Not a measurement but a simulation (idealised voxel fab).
The following process module bears the name voxel wiring stack.
Displayed cross-section: cut, width of 185 nm, square cells sized 5 nm.
If you're reading a cross-section in this doc, picture square cells in a grid; it comes to you as bands, top ones listed first down to the bottom, and a band can be one or more rows of cells.
For a band, the entry starts with two heights in nm, that of the top and then that of the bottom, and carries on with the band's materials in order from left to right, each alongside its width in nm; the word "everywhere" beside a single material means it fills the band edge to edge, and "empty" means empty space.
Heights are reckoned from 0. Under this level, the received wafer is all of one material. The bottommost band is open-ended downward, for example "0 -> down".
It should be noted that a width expressed as "30 to 40" varies in equal increments from row to row of cells within the band, taking the value of the first number at the top row and that of the second number at the bottom row.
"no alterations made" after a step means that no cell of the cross-section changed.
Closed-off voids of 8+ cells (no open route to the top) go in "Unvented voids", written width x height at distance from the left edge, in nm.
If you see something after the settings on a step's line, that's the simulator's own remark about that step.
Each step line may optionally specify "overlay nm", which for a step with a mask gives the rightward distance between the mask's planned place and where it lay, a negative value indicating the leftward direction.

INTENDED PROCESS STEPS
1 RECEIVE [material Si]
2 CONFORMAL_DEP [material SiO2] [thk nm 10]
3 CONFORMAL_DEP [material SiCN] [thk nm 5]
4 DIRECTIONAL_DEP [material SiO2] [thk nm 20]
5 DIRECTIONAL_DEP [material aC] [thk nm 15]
6 PATTERN [tone open] [mask id METAL_1] [material resist] [width nm 30] [pitch nm 50] [thk nm 35] [overlay nm 0]
7 DIRECTIONAL_ETCH [etch materials aC] [depth nm 15]
8 STRIP [etch materials resist]
9 DIRECTIONAL_ETCH [etch materials SiO2] [depth nm 20]
10 DIRECTIONAL_ETCH [etch materials SiCN] [depth nm 5]
11 STRIP [etch materials aC]
12 CONFORMAL_DEP [material TiN] [thk nm 5]
13 FILL_DEP [material Ru] [thk nm 5]
14 CMP [height nm 35]
15 CONFORMAL_DEP [material SiCN] [thk nm 5]
16 DIRECTIONAL_DEP [material lowk] [thk nm 35]
17 PATTERN [tone open] [mask id METAL_2] [material resist] [width nm 30] [pitch nm 50] [thk nm 20] [overlay nm 0]
18 DIRECTIONAL_ETCH [etch materials lowk] [depth nm 20]
19 STRIP [etch materials resist]
20 PATTERN [tone open] [mask id METAL_2_HOLES] [material resist] [width nm 15] [pitch nm 50] [thk nm 15] [overlay nm -15]
21 DIRECTIONAL_ETCH [etch materials lowk] [depth nm 15]
22 DIRECTIONAL_ETCH [etch materials SiCN] [depth nm 5]
23 STRIP [etch materials resist]
24 CONFORMAL_DEP [material TiN] [thk nm 5]
25 FILL_DEP [material Cu] [thk nm 5]
26 CMP [height nm 75]
27 CONFORMAL_DEP [material SiN] [thk nm 5]
It is noted that the wafers described herein are identical at the outset and are distinguished by the overlay nm of step 20; the value stated in the plan corresponds to the first wafer.

CROSS-SECTION OF THE FIRST OF SEVERAL RECEIVED WAFERS, SHOWING ITS STATE AFTER STEP 1
0 -> down: Si everywhere
Unvented voids: none

FIRST WAFER OF SEVERAL, CROSS-SECTION, MODULE END, AFTER STEP 27 (LAST)
80 -> 75: SiN everywhere
75 -> 65: lowk (35) / TiN (5) / Cu (35) / TiN (5) / lowk (5) / TiN (5) / Cu (35) / TiN (5) / lowk (55)
65 -> 60: lowk (35) / TiN (20) / Cu (20) / TiN (5) / lowk (5) / TiN (20) / Cu (20) / TiN (5) / lowk (55)
60 -> 55: lowk (50) / TiN (30) / lowk (20) / TiN (30) / lowk (55)
55 -> 40: lowk everywhere
40 -> 35: SiCN everywhere
35 -> 15: SiO2 (50) / TiN (5) / Ru (20) / TiN (5) / SiO2 (20) / TiN (5) / Ru (20) / TiN (5) / SiO2 (55)
15 -> 10: SiCN (50) / TiN (30) / SiCN (20) / TiN (30) / SiCN (55)
10 -> 0: SiO2 everywhere
0 -> down: Si everywhere
Unvented voids: none

CROSS-SECTIONAL VIEW OF THE FINAL WAFER OF SEVERAL AT THE MODULE'S END
80 -> 75: SiN everywhere
75 -> 60: lowk (50) / TiN (5) / Cu (20) / TiN (5) / lowk (20) / TiN (5) / Cu (20) / TiN (5) / lowk (55)
60 -> 55: lowk (50) / TiN (20) / Cu (5) / TiN (5) / lowk (20) / TiN (20) / Cu (5) / TiN (5) / lowk (55)
55 -> 40: lowk (65) / TiN (5) / Cu (5) / TiN (5) / lowk (35) / TiN (5) / Cu (5) / TiN (5) / lowk (55)
40 -> 35: SiCN (65) / TiN (15) / SiCN (35) / TiN (15) / SiCN (55)
35 -> 15: SiO2 (50) / TiN (5) / Ru (20) / TiN (5) / SiO2 (20) / TiN (5) / Ru (20) / TiN (5) / SiO2 (55)
15 -> 10: SiCN (50) / TiN (30) / SiCN (20) / TiN (30) / SiCN (55)
10 -> 0: SiO2 everywhere
0 -> down: Si everywhere
Unvented voids: none

WHERE EACH WAFER STANDS AT THE END OF THE MODULE, A ROW APIECE: CELLS OF EACH MATERIAL GAINED (+) OR LOST (-) SINCE IT WAS RECEIVED, THEN CLOSED VOIDS
overlay nm -15 | +36 Cu | +32 Ru | +62 SiCN | +37 SiN | +174 SiO2 | +58 TiN | +193 lowk | Unvented voids: none
overlay nm -10 | +32 Cu | +32 Ru | +60 SiCN | +37 SiN | +174 SiO2 | +64 TiN | +193 lowk | Unvented voids: none
overlay nm -5 | +28 Cu | +32 Ru | +58 SiCN | +37 SiN | +174 SiO2 | +70 TiN | +193 lowk | Unvented voids: none
overlay nm 0 | +32 Cu | +32 Ru | +56 SiCN | +37 SiN | +174 SiO2 | +68 TiN | +193 lowk | Unvented voids: none
overlay nm 5 | +32 Cu | +32 Ru | +56 SiCN | +37 SiN | +174 SiO2 | +68 TiN | +193 lowk | Unvented voids: none
overlay nm 10 | +32 Cu | +32 Ru | +56 SiCN | +37 SiN | +174 SiO2 | +68 TiN | +193 lowk | Unvented voids: none
overlay nm 15 | +32 Cu | +32 Ru | +56 SiCN | +37 SiN | +174 SiO2 | +68 TiN | +193 lowk | Unvented voids: none
